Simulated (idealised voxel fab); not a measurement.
Proc. module: voxel transistor to metal
Square cells of 5 nm make up the cross-section cut, whose width is 170 nm.
Think of the cross-section as a grid of square cells. We describe it in bands, top to bottom, and each band covers one or more rows of those cells.
What a band's entry tells you: where the top is and where the bottom is, as heights in nm, and after that what lies inside, material by material from left to right, each with its width in nm. Empty space is written as the word "blank", and a single material marked with the word "all across" occupies the band from edge to edge.
Heights are measured from 0, the level below which the as-received wafer is all one material; the lowest band has no bottom and continues downward, written as in "0 and below".
Width spec "30->40" -> top row of cells at first value, bottom row at second value, equal per-row change in between.
Take "everything unchanged" at face value: in the step it is given for, the cross-section changed in none of its cells.
Any empty space of 8 cells or more lacking an open way to the top shows up in "Cavities, sealed" as width x height at distance, distance from the left edge, in nm.
Note: text after step settings on the step line = simulator remark on that step.
overlay nm: how far to the right of its planned place the mask lay on this masked step (negative: to the left).

### Here's what the planned process steps look like
1) RECEIVE [material Si]
2) OXIDIZE [depth nm 5]
3) CONFORMAL_DEP [material SiN] [thk nm 15]
4) PATTERN [tone cover] [mask id ACTIVE] [material resist] [width nm 100] [thk nm 15] [overlay nm 0]
5) DIRECTIONAL_ETCH [etch materials SiN] [depth nm 15]
6) DIRECTIONAL_ETCH [etch materials SiO2] [depth nm 5]
7) DIRECTIONAL_ETCH [etch materials Si] [depth nm 25]
8) STRIP [etch materials resist]
9) OXIDIZE [depth nm 5]
10) FILL_DEP [material SiO2] [thk nm 5]
11) CMP [height nm 15]
12) SELECTIVE_ETCH [etch materials SiO2] [depth nm 5]
13) STRIP [etch materials SiN]
14) SELECTIVE_ETCH [etch materials SiO2] [depth nm 5]
15) OXIDIZE [depth nm 5]
16) DIRECTIONAL_DEP [material polySi] [thk nm 30]
17) DIRECTIONAL_DEP [material SiCN] [thk nm 10]
18) PATTERN [tone cover] [mask id GATE] [material resist] [width nm 20] [thk nm 15] [overlay nm 0]
19) DIRECTIONAL_ETCH [etch materials SiCN] [depth nm 20]
20) DIRECTIONAL_ETCH [etch materials polySi] [depth nm 40]
21) STRIP [etch materials resist]
22) CONFORMAL_DEP [material SiO2] [thk nm 5]
23) DIRECTIONAL_ETCH [etch materials SiO2] [depth nm 5]
24) CONFORMAL_DEP [material SiN] [thk nm 5]
25) DIRECTIONAL_ETCH [etch materials SiN] [depth nm 5]
26) DIRECTIONAL_ETCH [etch materials SiO2] [depth nm 5]
27) DIRECTIONAL_ETCH [etch materials Si] [depth nm 5]
28) EPI [material pSi] [thk nm 5]
29) FILL_DEP [material SiO2] [thk nm 10]
30) CMP [height nm 35]
31) DIRECTIONAL_DEP [material SiO2] [thk nm 15]
32) MASKED_ETCH [tone open] [mask id CONTACT] [width nm 30] [pitch nm 60] [etch materials SiO2] [depth nm 60] [overlay nm 0]
33) CONFORMAL_DEP [material TiN] [thk nm 5]
34) FILL_DEP [material W] [thk nm 5]
35) CMP [height nm 50]
36) CONFORMAL_DEP [material SiN] [thk nm 5]
37) DIRECTIONAL_DEP [material SiO2] [thk nm 15]
38) DIRECTIONAL_DEP [material aC] [thk nm 15]
39) PATTERN [tone open] [mask id METAL_1] [material resist] [width nm 20] [pitch nm 70] [thk nm 30] [overlay nm 0]
40) DIRECTIONAL_ETCH [etch materials aC] [depth nm 15]
41) STRIP [etch materials resist]
42) DIRECTIONAL_ETCH [etch materials SiO2] [depth nm 15]
43) DIRECTIONAL_ETCH [etch materials SiN] [depth nm 5]
44) STRIP [etch materials aC]
45) CONFORMAL_DEP [material TiN] [thk nm 5]
46) FILL_DEP [material Cu] [thk nm 5]
47) CMP [height nm 70]
48) CONFORMAL_DEP [material SiN] [thk nm 5]

### Account of the first of two wafers, which was processed as intended

### Received-state cross-section, reflecting completion of step 1
  0 and below | Si all across
  Cavities, sealed: none

### The following cross-section depicts the wafer upon completion of step 2
  0 down to -5 | SiO2 all across
  Beneath the level -5, the cross-section is identical to its previous state.

### The following cross-section depicts the wafer upon completion of step 3
  15 down to 0 | SiN all across
  Beneath the level 0, the cross-section is identical to its previous state.

### The following cross-section depicts the wafer upon completion of step 4
  30 down to 15 | blank=35  resist=100  blank=35
  Beneath the level 15, the cross-section is identical to its previous state.

### The following cross-section depicts the wafer upon completion of step 5
  30 down to 15 | blank=35  resist=100  blank=35
  15 down to 0 | blank=35  SiN=100  blank=35
  Beneath the level 0, the cross-section is identical to its previous state.

### The following cross-section depicts the wafer upon completion of step 6
  30 down to 15 | blank=35  resist=100  blank=35
  15 down to 0 | blank=35  SiN=100  blank=35
  0 down to -5 | blank=35  SiO2=100  blank=35
  Beneath the level -5, the cross-section is identical to its previous state.

### The following cross-section depicts the wafer upon completion of step 7
  30 down to 15 | blank=35  resist=100  blank=35
  15 down to 0 | blank=35  SiN=100  blank=35
  0 down to -5 | blank=35  SiO2=100  blank=35
  -5 down to -30 | blank=35  Si=100  blank=35
  Beneath the level -30, the cross-section is identical to its previous state.

### The following cross-section depicts the wafer upon completion of step 8
  15 down to 0 | blank=35  SiN=100  blank=35
  Beneath the level 0, the cross-section is identical to its previous state.

### The following cross-section depicts the wafer upon completion of step 9
  15 down to 0 | blank=35  SiN=100  blank=35
  0 down to -5 | blank=35  SiO2=100  blank=35
  -5 down to -30 | blank=35  SiO2=5  Si=90  SiO2=5  blank=35
  -30 down to -35 | SiO2=40  Si=90  SiO2=40
  Beneath the level -35, the cross-section is identical to its previous state.

### The following cross-section depicts the wafer upon completion of step 10
  20 down to 15 | SiO2 all across
  15 down to 0 | SiO2=35  SiN=100  SiO2=35
  0 down to -5 | SiO2 all across
  -5 down to -35 | SiO2=40  Si=90  SiO2=40
  Beneath the level -35, the cross-section is identical to its previous state.

### The following cross-section depicts the wafer upon completion of step 11
  15 down to 0 | SiO2=35  SiN=100  SiO2=35
  Beneath the level 0, the cross-section is identical to its previous state.

### The following cross-section depicts the wafer upon completion of step 12
  15 down to 10 | blank=35  SiN=100  blank=35
  Beneath the level 10, the cross-section is identical to its previous state.

### The following cross-section depicts the wafer upon completion of step 13
  10 down to 0 | SiO2=35  blank=100  SiO2=35
  Beneath the level 0, the cross-section is identical to its previous state.

### The following cross-section depicts the wafer upon completion of step 14
  5 down to -5 | SiO2=30  blank=110  SiO2=30
  Beneath the level -5, the cross-section is identical to its previous state.

### The following cross-section depicts the wafer upon completion of step 15
  5 down to -5 | SiO2=30  blank=110  SiO2=30
  -5 down to -10 | SiO2 all across
  Beneath the level -10, the cross-section is identical to its previous state.

### The following cross-section depicts the wafer upon completion of step 16
  35 down to 25 | polySi=30  blank=110  polySi=30
  25 down to 5 | polySi all across
  5 down to -5 | SiO2=30  polySi=110  SiO2=30
  Beneath the level -5, the cross-section is identical to its previous state.

### The following cross-section depicts the wafer upon completion of step 17
  45 down to 35 | SiCN=30  blank=110  SiCN=30
  35 down to 25 | polySi=30  SiCN=110  polySi=30
  Beneath the level 25, the cross-section is identical to its previous state.

### The following cross-section depicts the wafer upon completion of step 18
  60 down to 45 | blank=75  resist=20  blank=75
  45 down to 35 | SiCN=30  blank=45  resist=20  blank=45  SiCN=30
  Beneath the level 35, the cross-section is identical to its previous state.

### The following cross-section depicts the wafer upon completion of step 19
  60 down to 35 | blank=75  resist=20  blank=75
  35 down to 25 | polySi=30  blank=45  SiCN=20  blank=45  polySi=30
  Beneath the level 25, the cross-section is identical to its previous state.

### The following cross-section depicts the wafer upon completion of step 20
  60 down to 35 | blank=75  resist=20  blank=75
  35 down to 25 | blank=75  SiCN=20  blank=75
  25 down to 5 | blank=75  polySi=20  blank=75
  5 down to -5 | SiO2=30  blank=45  polySi=20  blank=45  SiO2=30
  Beneath the level -5, the cross-section is identical to its previous state.

### The following cross-section depicts the wafer upon completion of step 21
  35 down to 25 | blank=75  SiCN=20  blank=75
  Beneath the level 25, the cross-section is identical to its previous state.

### The following cross-section depicts the wafer upon completion of step 22
  40 down to 35 | blank=70  SiO2=30  blank=70
  35 down to 25 | blank=70  SiO2=5  SiCN=20  SiO2=5  blank=70
  25 down to 10 | blank=70  SiO2=5  polySi=20  SiO2=5  blank=70
  10 down to 0 | SiO2=35  blank=35  SiO2=5  polySi=20  SiO2=5  blank=35  SiO2=35
  0 down to -5 | SiO2=75  polySi=20  SiO2=75
  Beneath the level -5, the cross-section is identical to its previous state.

### The following cross-section depicts the wafer upon completion of step 23
  35 down to 25 | blank=70  SiO2=5  SiCN=20  SiO2=5  blank=70
  25 down to 5 | blank=70  SiO2=5  polySi=20  SiO2=5  blank=70
  5 down to -5 | SiO2=35  blank=35  SiO2=5  polySi=20  SiO2=5  blank=35  SiO2=35
  Beneath the level -5, the cross-section is identical to its previous state.

### The following cross-section depicts the wafer upon completion of step 24
  40 down to 35 | blank=65  SiN=40  blank=65
  35 down to 25 | blank=65  SiN=5  SiO2=5  SiCN=20  SiO2=5  SiN=5  blank=65
  25 down to 10 | blank=65  SiN=5  SiO2=5  polySi=20  SiO2=5  SiN=5  blank=65
  10 down to 5 | SiN=40  blank=25  SiN=5  SiO2=5  polySi=20  SiO2=5  SiN=5  blank=25  SiN=40
  5 down to 0 | SiO2=35  SiN=5  blank=25  SiN=5  SiO2=5  polySi=20  SiO2=5  SiN=5  blank=25  SiN=5  SiO2=35
  0 down to -5 | SiO2=35  SiN=35  SiO2=5  polySi=20  SiO2=5  SiN=35  SiO2=35
  Beneath the level -5, the cross-section is identical to its previous state.

### The following cross-section depicts the wafer upon completion of step 25
  35 down to 25 | blank=65  SiN=5  SiO2=5  SiCN=20  SiO2=5  SiN=5  blank=65
  25 down to 5 | blank=65  SiN=5  SiO2=5  polySi=20  SiO2=5  SiN=5  blank=65
  5 down to -5 | SiO2=35  SiN=5  blank=25  SiN=5  SiO2=5  polySi=20  SiO2=5  SiN=5  blank=25  SiN=5  SiO2=35
  Beneath the level -5, the cross-section is identical to its previous state.

### The following cross-section depicts the wafer upon completion of step 26
  35 down to 30 | blank=65  SiN=5  blank=5  SiCN=20  blank=5  SiN=5  blank=65
  30 down to 25 | blank=65  SiN=5  SiO2=5  SiCN=20  SiO2=5  SiN=5  blank=65
  25 down to 5 | blank=65  SiN=5  SiO2=5  polySi=20  SiO2=5  SiN=5  blank=65
  5 down to 0 | blank=35  SiN=5  blank=25  SiN=5  SiO2=5  polySi=20  SiO2=5  SiN=5  blank=25  SiN=5  blank=35
  0 down to -5 | SiO2=35  SiN=5  blank=25  SiN=5  SiO2=5  polySi=20  SiO2=5  SiN=5  blank=25  SiN=5  SiO2=35
  -5 down to -10 | SiO2=40  blank=25  SiO2=40  blank=25  SiO2=40
  Beneath the level -10, the cross-section is identical to its previous state.

### The following cross-section depicts the wafer upon completion of step 27
  35 down to 30 | blank=65  SiN=5  blank=5  SiCN=20  blank=5  SiN=5  blank=65
  30 down to 25 | blank=65  SiN=5  SiO2=5  SiCN=20  SiO2=5  SiN=5  blank=65
  25 down to 5 | blank=65  SiN=5  SiO2=5  polySi=20  SiO2=5  SiN=5  blank=65
  5 down to 0 | blank=35  SiN=5  blank=25  SiN=5  SiO2=5  polySi=20  SiO2=5  SiN=5  blank=25  SiN=5  blank=35
  0 down to -5 | SiO2=35  SiN=5  blank=25  SiN=5  SiO2=5  polySi=20  SiO2=5  SiN=5  blank=25  SiN=5  SiO2=35
  -5 down to -10 | SiO2=40  blank=25  SiO2=40  blank=25  SiO2=40
  -10 down to -15 | SiO2=40  blank=25  Si=40  blank=25  SiO2=40
  Beneath the level -15, the cross-section is identical to its previous state.

### The following cross-section depicts the wafer upon completion of step 28
  35 down to 30 | blank=65  SiN=5  blank=5  SiCN=20  blank=5  SiN=5  blank=65
  30 down to 25 | blank=65  SiN=5  SiO2=5  SiCN=20  SiO2=5  SiN=5  blank=65
  25 down to 5 | blank=65  SiN=5  SiO2=5  polySi=20  SiO2=5  SiN=5  blank=65
  5 down to 0 | blank=35  SiN=5  blank=25  SiN=5  SiO2=5  polySi=20  SiO2=5  SiN=5  blank=25  SiN=5  blank=35
  0 down to -5 | SiO2=35  SiN=5  blank=25  SiN=5  SiO2=5  polySi=20  SiO2=5  SiN=5  blank=25  SiN=5  SiO2=35
  -5 down to -10 | SiO2=40  blank=20  pSi=5  SiO2=40  pSi=5  blank=20  SiO2=40
  -10 down to -15 | SiO2=40  pSi=25  Si=40  pSi=25  SiO2=40
  Beneath the level -15, the cross-section is identical to its previous state.

### The following cross-section depicts the wafer upon completion of step 29
  45 down to 35 | SiO2 all across
  35 down to 25 | SiO2=65  SiN=5  SiO2=5  SiCN=20  SiO2=5  SiN=5  SiO2=65
  25 down to 5 | SiO2=65  SiN=5  SiO2=5  polySi=20  SiO2=5  SiN=5  SiO2=65
  5 down to -5 | SiO2=35  SiN=5  SiO2=25  SiN=5  SiO2=5  polySi=20  SiO2=5  SiN=5  SiO2=25  SiN=5  SiO2=35
  -5 down to -10 | SiO2=60  pSi=5  SiO2=40  pSi=5  SiO2=60
  Beneath the level -10, the cross-section is identical to its previous state.

### The following cross-section depicts the wafer upon completion of step 30
  35 down to 25 | SiO2=65  SiN=5  SiO2=5  SiCN=20  SiO2=5  SiN=5  SiO2=65
  Beneath the level 25, the cross-section is identical to its previous state.

### The following cross-section depicts the wafer upon completion of step 31
  50 down to 35 | SiO2 all across
  Beneath the level 35, the cross-section is identical to its previous state.

### The following cross-section depicts the wafer upon completion of step 32
  50 down to 35 | SiO2=40  blank=30  SiO2=30  blank=30  SiO2=40
  35 down to 25 | SiO2=40  blank=25  SiN=5  SiO2=5  SiCN=20  SiO2=5  SiN=5  blank=25  SiO2=40
  25 down to 5 | SiO2=40  blank=25  SiN=5  SiO2=5  polySi=20  SiO2=5  SiN=5  blank=25  SiO2=40
  5 down to -5 | SiO2=35  SiN=5  blank=25  SiN=5  SiO2=5  polySi=20  SiO2=5  SiN=5  blank=25  SiN=5  SiO2=35
  -5 down to -10 | SiO2=40  blank=20  pSi=5  SiO2=40  pSi=5  blank=20  SiO2=40
  Beneath the level -10, the cross-section is identical to its previous state.

### The following cross-section depicts the wafer upon completion of step 33
  55 down to 50 | TiN=45  blank=20  TiN=40  blank=20  TiN=45
  50 down to 40 | SiO2=40  TiN=5  blank=20  TiN=5  SiO2=30  TiN=5  blank=20  TiN=5  SiO2=40
  40 down to 35 | SiO2=40  TiN=5  blank=15  TiN=10  SiO2=30  TiN=10  blank=15  TiN=5  SiO2=40
  35 down to 25 | SiO2=40  TiN=5  blank=15  TiN=5  SiN=5  SiO2=5  SiCN=20  SiO2=5  SiN=5  TiN=5  blank=15  TiN=5  SiO2=40
  25 down to 5 | SiO2=40  TiN=5  blank=15  TiN=5  SiN=5  SiO2=5  polySi=20  SiO2=5  SiN=5  TiN=5  blank=15  TiN=5  SiO2=40
  5 down to -5 | SiO2=35  SiN=5  TiN=5  blank=15->10  TiN=5->10  SiN=5  SiO2=5  polySi=20  SiO2=5  SiN=5  TiN=5->10  blank=15->10  TiN=5  SiN=5  SiO2=35
  -5 down to -10 | SiO2=40  TiN=20  pSi=5  SiO2=40  pSi=5  TiN=20  SiO2=40
  Beneath the level -10, the cross-section is identical to its previous state.

### The following cross-section depicts the wafer upon completion of step 34
  60 down to 55 | W all across
  55 down to 50 | TiN=45  W=20  TiN=40  W=20  TiN=45
  50 down to 40 | SiO2=40  TiN=5  W=20  TiN=5  SiO2=30  TiN=5  W=20  TiN=5  SiO2=40
  40 down to 35 | SiO2=40  TiN=5  W=15  TiN=10  SiO2=30  TiN=10  W=15  TiN=5  SiO2=40
  35 down to 25 | SiO2=40  TiN=5  W=15  TiN=5  SiN=5  SiO2=5  SiCN=20  SiO2=5  SiN=5  TiN=5  W=15  TiN=5  SiO2=40
  25 down to 5 | SiO2=40  TiN=5  W=15  TiN=5  SiN=5  SiO2=5  polySi=20  SiO2=5  SiN=5  TiN=5  W=15  TiN=5  SiO2=40
  5 down to -5 | SiO2=35  SiN=5  TiN=5  W=15->10  TiN=5->10  SiN=5  SiO2=5  polySi=20  SiO2=5  SiN=5  TiN=5->10  W=15->10  TiN=5  SiN=5  SiO2=35
  Beneath the level -5, the cross-section is identical to its previous state.

### The following cross-section depicts the wafer upon completion of step 35
  50 down to 40 | SiO2=40  TiN=5  W=20  TiN=5  SiO2=30  TiN=5  W=20  TiN=5  SiO2=40
  Beneath the level 40, the cross-section is identical to its previous state.

### The following cross-section depicts the wafer upon completion of step 36
  55 down to 50 | SiN all across
  Beneath the level 50, the cross-section is identical to its previous state.

### The following cross-section depicts the wafer upon completion of step 37
  70 down to 55 | SiO2 all across
  Beneath the level 55, the cross-section is identical to its previous state.

### The following cross-section depicts the wafer upon completion of step 38
  85 down to 70 | aC all across
  Beneath the level 70, the cross-section is identical to its previous state.

### The following cross-section depicts the wafer upon completion of step 39
  115 down to 85 | resist=40  blank=20  resist=50  blank=20  resist=40
  Beneath the level 85, the cross-section is identical to its previous state.

### The following cross-section depicts the wafer upon completion of step 40
  100 down to 85 | resist=40  blank=20  resist=50  blank=20  resist=40
  85 down to 70 | aC=40  blank=20  aC=50  blank=20  aC=40
  Beneath the level 70, the cross-section is identical to its previous state.

### The following cross-section depicts the wafer upon completion of step 41
  85 down to 70 | aC=40  blank=20  aC=50  blank=20  aC=40
  Beneath the level 70, the cross-section is identical to its previous state.

### The following cross-section depicts the wafer upon completion of step 42
  85 down to 70 | aC=40  blank=20  aC=50  blank=20  aC=40
  70 down to 55 | SiO2=40  blank=20  SiO2=50  blank=20  SiO2=40
  Beneath the level 55, the cross-section is identical to its previous state.

### The following cross-section depicts the wafer upon completion of step 43
  85 down to 70 | aC=40  blank=20  aC=50  blank=20  aC=40
  70 down to 55 | SiO2=40  blank=20  SiO2=50  blank=20  SiO2=40
  55 down to 50 | SiN=40  blank=20  SiN=50  blank=20  SiN=40
  Beneath the level 50, the cross-section is identical to its previous state.

### The following cross-section depicts the wafer upon completion of step 44
  70 down to 55 | SiO2=40  blank=20  SiO2=50  blank=20  SiO2=40
  Beneath the level 55, the cross-section is identical to its previous state.

### The following cross-section depicts the wafer upon completion of step 45
  75 down to 70 | TiN=45  blank=10  TiN=60  blank=10  TiN=45
  70 down to 55 | SiO2=40  TiN=5  blank=10  TiN=5  SiO2=50  TiN=5  blank=10  TiN=5  SiO2=40
  55 down to 50 | SiN=40  TiN=20  SiN=50  TiN=20  SiN=40
  Beneath the level 50, the cross-section is identical to its previous state.

### The following cross-section depicts the wafer upon completion of step 46
  80 down to 75 | Cu all across
  75 down to 70 | TiN=45  Cu=10  TiN=60  Cu=10  TiN=45
  70 down to 55 | SiO2=40  TiN=5  Cu=10  TiN=5  SiO2=50  TiN=5  Cu=10  TiN=5  SiO2=40
  Beneath the level 55, the cross-section is identical to its previous state.

### The following cross-section depicts the wafer upon completion of step 47
  70 down to 55 | SiO2=40  TiN=5  Cu=10  TiN=5  SiO2=50  TiN=5  Cu=10  TiN=5  SiO2=40
  Beneath the level 55, the cross-section is identical to its previous state.

### The following cross-section depicts the wafer upon completion of step 48
  75 down to 70 | SiN all across
  Beneath the level 70, the cross-section is identical to its previous state.

### Second wafer - shared start and plan with the first - one error in running - same as the first up to step 31 inclusive

### X-section, second wafer, when step 32 was due to finish
  50 down to 35 | blank=40  SiO2=30  blank=30  SiO2=30  blank=40
  35 down to 25 | blank=40  SiO2=25  SiN=5  blank=5  SiCN=20  blank=5  SiN=5  SiO2=25  blank=40
  25 down to 5 | blank=40  SiO2=25  SiN=5  blank=5  polySi=20  blank=5  SiN=5  SiO2=25  blank=40
  5 down to -5 | blank=35  SiN=5  SiO2=25  SiN=5  blank=5  polySi=20  blank=5  SiN=5  SiO2=25  SiN=5  blank=35
  -5 down to -10 | blank=35  SiO2=25  pSi=5  SiO2=5  blank=5  SiO2=20  blank=5  SiO2=5  pSi=5  SiO2=25  blank=35
  Beneath the level -10, the cross-section is identical to its previous state.

### X-section, second wafer, when step 33 was due to finish
  55 down to 50 | blank=35  TiN=40  blank=20  TiN=40  blank=35
  50 down to 40 | blank=35  TiN=5  SiO2=30  TiN=5  blank=20  TiN=5  SiO2=30  TiN=5  blank=35
  40 down to 35 | blank=35  TiN=5  SiO2=30  TiN=30  SiO2=30  TiN=5  blank=35
  35 down to 25 | blank=35  TiN=5  SiO2=25  SiN=5  TiN=5  SiCN=20  TiN=5  SiN=5  SiO2=25  TiN=5  blank=35
  25 down to 10 | blank=35  TiN=5  SiO2=25  SiN=5  TiN=5  polySi=20  TiN=5  SiN=5  SiO2=25  TiN=5  blank=35
  10 down to 5 | blank=30  TiN=10  SiO2=25  SiN=5  TiN=5  polySi=20  TiN=5  SiN=5  SiO2=25  TiN=10  blank=30
  5 down to -5 | blank=30  TiN=5  SiN=5  SiO2=25  SiN=5  TiN=5  polySi=20  TiN=5  SiN=5  SiO2=25  SiN=5  TiN=5  blank=30
  -5 down to -10 | TiN=35  SiO2=25  pSi=5  SiO2=5  TiN=5  SiO2=20  TiN=5  SiO2=5  pSi=5  SiO2=25  TiN=35
  Beneath the level -10, the cross-section is identical to its previous state.

### X-section, second wafer, when step 34 was due to finish
  60 down to 55 | W all across
  55 down to 50 | W=35  TiN=40  W=20  TiN=40  W=35
  50 down to 40 | W=35  TiN=5  SiO2=30  TiN=5  W=20  TiN=5  SiO2=30  TiN=5  W=35
  40 down to 35 | W=35  TiN=5  SiO2=30  TiN=30  SiO2=30  TiN=5  W=35
  35 down to 25 | W=35  TiN=5  SiO2=25  SiN=5  TiN=5  SiCN=20  TiN=5  SiN=5  SiO2=25  TiN=5  W=35
  25 down to 10 | W=35  TiN=5  SiO2=25  SiN=5  TiN=5  polySi=20  TiN=5  SiN=5  SiO2=25  TiN=5  W=35
  10 down to 5 | W=30  TiN=10  SiO2=25  SiN=5  TiN=5  polySi=20  TiN=5  SiN=5  SiO2=25  TiN=10  W=30
  5 down to -5 | W=30  TiN=5  SiN=5  SiO2=25  SiN=5  TiN=5  polySi=20  TiN=5  SiN=5  SiO2=25  SiN=5  TiN=5  W=30
  Beneath the level -5, the cross-section is identical to its previous state.

### X-section, second wafer, when step 35 was due to finish
  50 down to 40 | W=35  TiN=5  SiO2=30  TiN=5  W=20  TiN=5  SiO2=30  TiN=5  W=35
  Beneath the level 40, the cross-section is identical to its previous state.

### X-section, second wafer, when step 36 was due to finish
  55 down to 50 | SiN all across
  Beneath the level 50, the cross-section is identical to its previous state.

### X-section, second wafer, when step 37 was due to finish
  70 down to 55 | SiO2 all across
  Beneath the level 55, the cross-section is identical to its previous state.

### X-section, second wafer, when step 38 was due to finish
  85 down to 70 | aC all across
  Beneath the level 70, the cross-section is identical to its previous state.

### X-section, second wafer, when step 39 was due to finish
  115 down to 85 | resist=40  blank=20  resist=50  blank=20  resist=40
  Beneath the level 85, the cross-section is identical to its previous state.

### X-section, second wafer, when step 40 was due to finish
  100 down to 85 | resist=40  blank=20  resist=50  blank=20  resist=40
  85 down to 70 | aC=40  blank=20  aC=50  blank=20  aC=40
  Beneath the level 70, the cross-section is identical to its previous state.

### X-section, second wafer, when step 41 was due to finish
  85 down to 70 | aC=40  blank=20  aC=50  blank=20  aC=40
  Beneath the level 70, the cross-section is identical to its previous state.

### X-section, second wafer, when step 42 was due to finish
  85 down to 70 | aC=40  blank=20  aC=50  blank=20  aC=40
  70 down to 55 | SiO2=40  blank=20  SiO2=50  blank=20  SiO2=40
  Beneath the level 55, the cross-section is identical to its previous state.

### X-section, second wafer, when step 43 was due to finish
  85 down to 70 | aC=40  blank=20  aC=50  blank=20  aC=40
  70 down to 55 | SiO2=40  blank=20  SiO2=50  blank=20  SiO2=40
  55 down to 50 | SiN=40  blank=20  SiN=50  blank=20  SiN=40
  Beneath the level 50, the cross-section is identical to its previous state.

### X-section, second wafer, when step 44 was due to finish
  70 down to 55 | SiO2=40  blank=20  SiO2=50  blank=20  SiO2=40
  Beneath the level 55, the cross-section is identical to its previous state.

### X-section, second wafer, when step 45 was due to finish
  75 down to 70 | TiN=45  blank=10  TiN=60  blank=10  TiN=45
  70 down to 55 | SiO2=40  TiN=5  blank=10  TiN=5  SiO2=50  TiN=5  blank=10  TiN=5  SiO2=40
  55 down to 50 | SiN=40  TiN=20  SiN=50  TiN=20  SiN=40
  Beneath the level 50, the cross-section is identical to its previous state.

### X-section, second wafer, when step 46 was due to finish
  80 down to 75 | Cu all across
  75 down to 70 | TiN=45  Cu=10  TiN=60  Cu=10  TiN=45
  70 down to 55 | SiO2=40  TiN=5  Cu=10  TiN=5  SiO2=50  TiN=5  Cu=10  TiN=5  SiO2=40
  Beneath the level 55, the cross-section is identical to its previous state.

### X-section, second wafer, when step 47 was due to finish
  70 down to 55 | SiO2=40  TiN=5  Cu=10  TiN=5  SiO2=50  TiN=5  Cu=10  TiN=5  SiO2=40
  Beneath the level 55, the cross-section is identical to its previous state.

### X-section, second wafer, when step 48 was due to finish
  75 down to 70 | SiN all across
  Beneath the level 70, the cross-section is identical to its previous state.
Error vs. plan: step 32 ran with different settings than intended, the actual operation and settings being MASKED_ETCH [tone cover] [mask id CONTACT] [width nm 30] [pitch nm 60] [etch materials SiO2] [depth nm 60] [overlay nm 0]
Final difference in cells, second wafer against first, listed per material as more or fewer: SiO2 -98; TiN +10; W +88
